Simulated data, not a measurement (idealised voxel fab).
Title: Process Module voxel capacitor over wiring
The cross-section shown here is cut; it is 210 nm wide and divided into square cells measuring 5 nm on a side.
A cross-section in this document is a grid of square cells, and it is written down as bands, the top band listed before the ones below it; a band is made up of one or more rows of cells. A band entry consists of two parts. The first gives the height of the band's top and the height of its bottom, in nm. The rest lists the band's materials from left to right, each with its width in nm. A single material labelled with the word "everywhere" fills the band from edge to edge, and the word "air" marks empty space. Height is counted from the level 0, under which the received wafer is composed throughout of one material. The lowest of the bands is not closed at the bottom but continues downward, in the notation "0..down". With a width like "30->40", each row of cells in the band differs from the next by the same amount, the top row carrying the first number and the bottom row the second. "identical to before" after a step means that no cell of the cross-section changed. So "Enclosed void list" is basically the list of trapped voids: any empty space of 8 cells or more that can't reach the top through an opening. They're written width x height at distance, the distance being from the left edge, and it's all nm. On each step's line, the part that comes after the settings is the simulator's own comment on the step. For masked steps, "overlay nm" on the step line gives how far right of plan the mask actually lay; a minus sign means it lay to the left.
-- Set out below are the planned steps of the process
- 1: RECEIVE (material Si)
- 2: CONFORMAL_DEP (material SiO2; thk nm 15)
- 3: CONFORMAL_DEP (material SiCN; thk nm 5)
- 4: DIRECTIONAL_DEP (material SiO2; thk nm 20)
- 5: PATTERN (tone open; mask id METAL_1; material resist; width nm 20; pitch nm 80; thk nm 15; overlay nm 0)
- 6: DIRECTIONAL_ETCH (etch materials SiO2; depth nm 20)
- 7: DIRECTIONAL_ETCH (etch materials SiCN; depth nm 5)
- 8: STRIP (etch materials resist)
- 9: CONFORMAL_DEP (material TiN; thk nm 5)
- 10: FILL_DEP (material W; thk nm 10)
- 11: CMP (height nm 40)
- 12: EPI (material Ru; thk nm 5)
- 13: FILL_DEP (material SiCN; thk nm 5)
- 14: DIRECTIONAL_DEP (material lowk; thk nm 15)
- 15: MASKED_ETCH (tone open; mask id PLUG_1; width nm 15; etch materials lowk; depth nm 15; overlay nm 0)
- 16: MASKED_ETCH (tone open; mask id PLUG_1; width nm 15; etch materials SiCN; depth nm 5; overlay nm 0)
- 17: EPI (material Ru; thk nm 10)
- 18: EPI (material Ru; thk nm 10)
- 19: DIRECTIONAL_DEP (material TiN; thk nm 5)
- 20: DIRECTIONAL_DEP (material HfO2; thk nm 5)
- 21: DIRECTIONAL_DEP (material TiN; thk nm 5)
- 22: PATTERN (tone cover; mask id UPPER_PLATE; material resist; width nm 65; thk nm 20; overlay nm 0)
- 23: DIRECTIONAL_ETCH (etch materials TiN; depth nm 5)
- 24: DIRECTIONAL_ETCH (etch materials HfO2; depth nm 5)
- 25: STRIP (etch materials resist)
- 26: MASKED_ETCH (tone cover; mask id LOWER_PLATE; width nm 75; etch materials TiN; depth nm 5; overlay nm 0)
- 27: FILL_DEP (material SiO2; thk nm 20)
- 28: CMP (height nm 95)
- 29: PATTERN (tone open; mask id PLUG_2; material resist; width nm 15; thk nm 20; overlay nm 0)
- 30: DIRECTIONAL_ETCH (etch materials SiO2; depth nm 15)
- 31: STRIP (etch materials resist)
- 32: CONFORMAL_DEP (material TiN; thk nm 5)
- 33: FILL_DEP (material Cu; thk nm 10)
- 34: CMP (height nm 95)
- 35: CONFORMAL_DEP (material SiN; thk nm 5)
-- Cross-section of the wafer as it came to us, i.e., already through step 1
- 0..down: Si everywhere
- Enclosed void list: none
-- End state of the module in cross-section, given the above starting point and plan and one mistake in execution
- 100..95: SiN everywhere
- 95..85: SiO2: 70 | TiN: 5 | Cu: 5 | TiN: 5 | SiO2: 125
- 85..75: SiO2: 70->60 | TiN: 15 | SiO2: 125->135
- 75..70: SiO2: 60 | HfO2: 15 | SiO2: 135
- 70..65: SiO2: 60 | TiN: 15 | SiO2: 135
- 65..60: SiO2: 60 | lowk: 15 | TiN: 50 | SiO2: 85
- 60..55: SiO2: 60 | lowk: 15 | HfO2: 50 | SiO2: 85
- 55..50: SiO2: 55 | TiN: 5 | lowk: 15 | TiN: 55 | SiO2: 80
- 50..45: SiCN everywhere
- 45..40: SiCN: 50 | Ru: 30 | SiCN: 50 | Ru: 30 | SiCN: 50
- 40..20: SiO2: 55 | TiN: 5 | W: 10 | TiN: 5 | SiO2: 60 | TiN: 5 | W: 10 | TiN: 5 | SiO2: 55
- 20..15: SiCN: 55 | TiN: 20 | SiCN: 60 | TiN: 20 | SiCN: 55
- 15..0: SiO2 everywhere
- 0..down: Si everywhere
- Enclosed void list: none
what went wrong: step 15 ran differently from the plan; actual operation with settings: MASKED_ETCH (tone cover; mask id PLUG_1; width nm 15; etch materials lowk; depth nm 15; overlay nm 0)
